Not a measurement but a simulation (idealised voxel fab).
process module | voxel capacitor over wiring
cross-section cut | 245 nm wide | cells 5 nm
A cross-section is a grid of square cells, given in bands from the top down. A band is one or more rows of cells.
Each band's line starts with the height of the band's top and of its bottom, in nm. Then come its materials from left to right, each with its width in nm. One material with "throughout" fills the band from edge to edge. "air" is empty space.
Height 0 is the level under which the wafer as received is all one material. The lowest band goes on downwards, as in "0 down".
A width such as "30 to 40" changes by the same amount from each row of cells to the next, from the band's top row to its bottom row.
"no change" after a step means that no cell of the cross-section changed.
closed voids: empty space of 8 cells or more with no open way to the top, each as width x height at its distance from the left edge, in nm
after a step's settings: what the simulator itself notes on the step
overlay nm, on a step with a mask: how far to the right of its planned place the mask lay; to the left if negative
plan
1 op RECEIVE | material Si
2 op CONFORMAL_DEP | material SiO2 | thk nm 10
3 op DIRECTIONAL_DEP | material TiN | thk nm 5
4 op DIRECTIONAL_DEP | material Ru | thk nm 15
5 op PATTERN | tone cover | mask id METAL_1 | material resist | width nm 20 | pitch nm 85 | thk nm 20 | overlay nm 0
6 op DIRECTIONAL_ETCH | etch materials Ru | depth nm 15
7 op DIRECTIONAL_ETCH | etch materials TiN | depth nm 5
8 op STRIP | etch materials resist
9 op CONFORMAL_DEP | material SiN | thk nm 5
10 op FILL_DEP | material SiO2 | thk nm 10
11 op CMP | height nm 30
12 op CONFORMAL_DEP | material SiCN | thk nm 5
13 op DIRECTIONAL_DEP | material SiO2 | thk nm 15
14 op DIRECTIONAL_DEP | material aC | thk nm 10
15 op PATTERN | tone open | mask id PLUG_1 | material resist | width nm 15 | thk nm 25 | overlay nm 0
16 op DIRECTIONAL_ETCH | etch materials aC | depth nm 10
17 op STRIP | etch materials resist
18 op DIRECTIONAL_ETCH | etch materials SiO2 | depth nm 15
19 op DIRECTIONAL_ETCH | etch materials SiCN | depth nm 5
20 op STRIP | etch materials aC
21 op EPI | material Ru | thk nm 10
22 op EPI | material Ru | thk nm 10
23 op DIRECTIONAL_DEP | material TiN | thk nm 10
24 op DIRECTIONAL_DEP | material SiN | thk nm 5
25 op DIRECTIONAL_DEP | material TiN | thk nm 10
26 op PATTERN | tone cover | mask id UPPER_PLATE | material resist | width nm 70 | thk nm 15 | overlay nm 0
27 op DIRECTIONAL_ETCH | etch materials TiN | depth nm 10
28 op DIRECTIONAL_ETCH | etch materials SiN | depth nm 5
29 op STRIP | etch materials resist
30 op PATTERN | tone cover | mask id LOWER_PLATE | material resist | width nm 80 | thk nm 15 | overlay nm 0
31 op DIRECTIONAL_ETCH | etch materials TiN | depth nm 10
32 op STRIP | etch materials resist
33 op FILL_DEP | material SiO2 | thk nm 20
34 op CMP | height nm 90
35 op PATTERN | tone open | mask id PLUG_2 | material resist | width nm 15 | thk nm 15 | overlay nm 0
36 op DIRECTIONAL_ETCH | etch materials SiO2 | depth nm 15
37 op STRIP | etch materials resist
38 op CONFORMAL_DEP | material TiN | thk nm 5
39 op FILL_DEP | material W | thk nm 10
40 op CMP | height nm 90
41 op CONFORMAL_DEP | material SiN | thk nm 5
as received, after step 1
  0 down: Si throughout
  closed voids: none
first wafer at the end, as planned
  95 to 90: SiN throughout
  90 to 80: SiO2 85 | TiN 5 | W 5 | TiN 5 | SiO2 145
  80 to 75: SiO2 85 | TiN 15 | SiO2 145
  75 to 65: SiO2 75 | TiN 70 | SiO2 100
  65 to 60: SiO2 75 | SiN 70 | SiO2 100
  60 to 50: SiO2 70 | TiN 80 | SiO2 95
  50 to 35: SiO2 75 | Ru 15 | SiO2 155
  35 to 30: SiCN 75 | Ru 15 | SiCN 155
  30 to 15: SiO2 65 | SiN 5 | Ru 20 | SiN 5 | SiO2 55 | SiN 5 | Ru 20 | SiN 5 | SiO2 65
  15 to 10: SiN 70 | TiN 20 | SiN 65 | TiN 20 | SiN 70
  10 to 0: SiO2 throughout
  0 down: Si throughout
  closed voids: none
second wafer at the end: like start, like plan, one mistake
  95 to 90: SiN throughout
  90 to 80: SiO2 85 | TiN 5 | W 5 | TiN 5 | SiO2 145
  80 to 75: SiO2 85 | TiN 15 | SiO2 145
  75 to 65: SiO2 75 | TiN 70 | SiO2 100
  65 to 60: SiO2 75 | SiN 70 | SiO2 100
  60 to 50: SiO2 70 | TiN 80 | SiO2 95
  50 to 35: SiO2 80 | Ru 15 | SiO2 150
  35 to 30: SiCN 80 | Ru 15 | SiCN 150
  30 to 15: SiO2 65 | SiN 5 | Ru 20 | SiN 5 | SiO2 55 | SiN 5 | Ru 20 | SiN 5 | SiO2 65
  15 to 10: SiN 70 | TiN 20 | SiN 65 | TiN 20 | SiN 70
  10 to 0: SiO2 throughout
  0 down: Si throughout
  closed voids: none
what went wrong: step 15 ran as: op PATTERN | tone open | mask id PLUG_1 | material resist | width nm 15 | thk nm 25 | overlay nm 5
at the end the second wafer has, in cells: as many of each material as the first, in other places
